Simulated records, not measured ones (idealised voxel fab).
process module | voxel capacitor over wiring
cross-section cut | 180 nm wide | cells 5 nm
A cross-section is a grid of square cells, given in bands from the top down. A band is one or more rows of cells.
Each band's line starts with the height of the band's top and of its bottom, in nm. Then come its materials from left to right, each with its width in nm. One material with "throughout" fills the band from edge to edge. "air" is empty space.
Height 0 is the level under which the wafer as received is all one material. The lowest band goes on downwards, as in "0 down".
A width such as "30 to 40" changes by the same amount from each row of cells to the next, from the band's top row to its bottom row.
"no change" after a step means that no cell of the cross-section changed.
closed voids: empty space of 8 cells or more with no open way to the top, each as width x height at its distance from the left edge, in nm
after a step's settings: what the simulator itself notes on the step
overlay nm, on a step with a mask: how far to the right of its planned place the mask lay; to the left if negative
plan
1 op RECEIVE | material Si
2 op CONFORMAL_DEP | material SiO2 | thk nm 15
3 op CONFORMAL_DEP | material SiCN | thk nm 5
4 op DIRECTIONAL_DEP | material SiO2 | thk nm 25
5 op MASKED_ETCH | tone open | mask id METAL_1 | width nm 25 | pitch nm 75 | etch materials SiO2 | depth nm 25 | overlay nm 0
6 op MASKED_ETCH | tone open | mask id METAL_1 | width nm 25 | pitch nm 75 | etch materials SiCN | depth nm 5 | overlay nm 0
7 op CONFORMAL_DEP | material TiN | thk nm 5
8 op FILL_DEP | material W | thk nm 10
9 op CMP | height nm 45
10 op CONFORMAL_DEP | material SiCN | thk nm 5
11 op DIRECTIONAL_DEP | material SiO2 | thk nm 20
12 op MASKED_ETCH | tone open | mask id PLUG_1 | width nm 15 | etch materials SiO2 | depth nm 20 | overlay nm 0
13 op MASKED_ETCH | tone open | mask id PLUG_1 | width nm 15 | etch materials SiCN | depth nm 5 | overlay nm 0
14 op EPI | material Ru | thk nm 10
15 op EPI | material Ru | thk nm 10
16 op EPI | material Ru | thk nm 5
17 op DIRECTIONAL_DEP | material TiN | thk nm 10
18 op DIRECTIONAL_DEP | material SiN | thk nm 5
19 op DIRECTIONAL_DEP | material TiN | thk nm 10
20 op MASKED_ETCH | tone cover | mask id UPPER_PLATE | width nm 55 | etch materials TiN | depth nm 10 | overlay nm 0
21 op MASKED_ETCH | tone cover | mask id UPPER_PLATE | width nm 55 | etch materials SiN | depth nm 5 | overlay nm 0
22 op PATTERN | tone cover | mask id LOWER_PLATE | material resist | width nm 65 | thk nm 20 | overlay nm 0
23 op DIRECTIONAL_ETCH | etch materials TiN | depth nm 10
24 op STRIP | etch materials resist
25 op FILL_DEP | material SiO2 | thk nm 15
26 op CMP | height nm 105
27 op MASKED_ETCH | tone open | mask id PLUG_2 | width nm 15 | etch materials SiO2 | depth nm 10 | overlay nm 0
28 op CONFORMAL_DEP | material TiN | thk nm 5
29 op FILL_DEP | material Cu | thk nm 10
30 op CMP | height nm 105
31 op CONFORMAL_DEP | material SiN | thk nm 5
as received, after step 1
  0 down: Si throughout
  closed voids: none
a wafer at the end: this start, this plan, one mistake
  110 to 105: SiN throughout
  105 to 100: SiO2 60 | TiN 5 | Cu 5 | TiN 5 | SiO2 105
  100 to 95: SiO2 60 | TiN 15 | SiO2 105
  95 to 85: SiO2 50 | TiN 55 | SiO2 75
  85 to 80: SiO2 50 | SiN 55 | SiO2 75
  80 to 70: SiO2 45 | TiN 65 | SiO2 70
  70 to 50: SiO2 50 | Ru 15 | SiO2 115
  50 to 45: SiCN 50 | Ru 15 | SiCN 115
  45 to 20: SiO2 40 | TiN 5 | W 15 | TiN 5 | SiO2 50 | TiN 5 | W 15 | TiN 5 | SiO2 40
  20 to 15: SiCN 40 | TiN 25 | SiCN 50 | TiN 25 | SiCN 40
  15 to 0: Cu throughout
  0 down: Si throughout
  closed voids: none
what went wrong: step 2 ran as: op CONFORMAL_DEP | material Cu | thk nm 15
